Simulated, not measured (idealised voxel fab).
process module | voxel released beams
cross-section cut | 290 nm wide | cells 5 nm
A cross-section is a grid of square cells, given in bands from the top down. A band is one or more rows of cells.
Each band's line starts with the height of the band's top and of its bottom, in nm. Then come its materials from left to right, each with its width in nm. One material with "throughout" fills the band from edge to edge. "air" is empty space.
Height 0 is the level under which the wafer as received is all one material. The lowest band goes on downwards, as in "0 down".
A width such as "30 to 40" changes by the same amount from each row of cells to the next, from the band's top row to its bottom row.
"no change" after a step means that no cell of the cross-section changed.
closed voids: empty space of 8 cells or more with no open way to the top, each as width x height at its distance from the left edge, in nm
after a step's settings: what the simulator itself notes on the step
overlay nm, on a step with a mask: how far to the right of its planned place the mask lay; to the left if negative
plan
1 op RECEIVE | material Si
2 op CONFORMAL_DEP | material SiN | thk nm 5
3 op DIRECTIONAL_DEP | material SiO2 | thk nm 15
4 op DIRECTIONAL_DEP | material aC | thk nm 10
5 op PATTERN | tone open | mask id ANCHOR | material resist | width nm 35 | thk nm 25 | overlay nm 0
6 op DIRECTIONAL_ETCH | etch materials aC | depth nm 10
7 op STRIP | etch materials resist
8 op DIRECTIONAL_ETCH | etch materials SiO2 | depth nm 15
9 op STRIP | etch materials aC
10 op CONFORMAL_DEP | material TiN | thk nm 15
11 op PATTERN | tone cover | mask id BEAM | material resist | width nm 95 | thk nm 20 | overlay nm 0
12 op DIRECTIONAL_ETCH | etch materials TiN | depth nm 15
13 op STRIP | etch materials resist
14 op STRIP | etch materials SiO2
first wafer, as planned
as received, after step 1
  0 down: Si throughout
  closed voids: none
after step 2
  5 to 0: SiN throughout
  below 0: unchanged
after step 3
  20 to 5: SiO2 throughout
  below 5: unchanged
after step 4
  30 to 20: aC throughout
  below 20: unchanged
after step 5
  55 to 30: resist 100 | air 35 | resist 155
  below 30: unchanged
after step 6
  45 to 30: resist 100 | air 35 | resist 155
  30 to 20: aC 100 | air 35 | aC 155
  below 20: unchanged
after step 7
  30 to 20: aC 100 | air 35 | aC 155
  below 20: unchanged
after step 8
  30 to 20: aC 100 | air 35 | aC 155
  20 to 5: SiO2 100 | air 35 | SiO2 155
  below 5: unchanged
after step 9
  20 to 5: SiO2 100 | air 35 | SiO2 155
  below 5: unchanged
after step 10
  35 to 20: TiN 115 | air 5 | TiN 170
  20 to 5: SiO2 100 | TiN 35 | SiO2 155
  below 5: unchanged
after step 11
  55 to 35: air 95 | resist 95 | air 100
  35 to 20: TiN 115 | resist 5 | TiN 170
  below 20: unchanged
after step 12
  55 to 35: air 95 | resist 95 | air 100
  35 to 20: air 95 | TiN 20 | resist 5 | TiN 70 | air 100
  below 20: unchanged
after step 13
  35 to 20: air 95 | TiN 20 | air 5 | TiN 70 | air 100
  below 20: unchanged
after step 14
  35 to 20: air 95 | TiN 20 | air 5 | TiN 70 | air 100
  20 to 5: air 100 | TiN 35 | air 155
  below 5: unchanged
second wafer: like start, like plan, one mistake. Through step 9 it matches the first wafer
when step 10 should have ended
  50 to 20: TiN throughout
  20 to 5: SiO2 100 | TiN 35 | SiO2 155
  below 5: unchanged
when step 11 should have ended
  70 to 50: air 95 | resist 95 | air 100
  below 50: unchanged
when step 12 should have ended
  70 to 50: air 95 | resist 95 | air 100
  50 to 35: air 95 | TiN 95 | air 100
  below 35: unchanged
when step 13 should have ended
  50 to 35: air 95 | TiN 95 | air 100
  below 35: unchanged
when step 14 should have ended: no change
what went wrong: step 10 was run twice
at the end the second wafer has, in cells: 153 more of SiO2 | 177 more of TiN
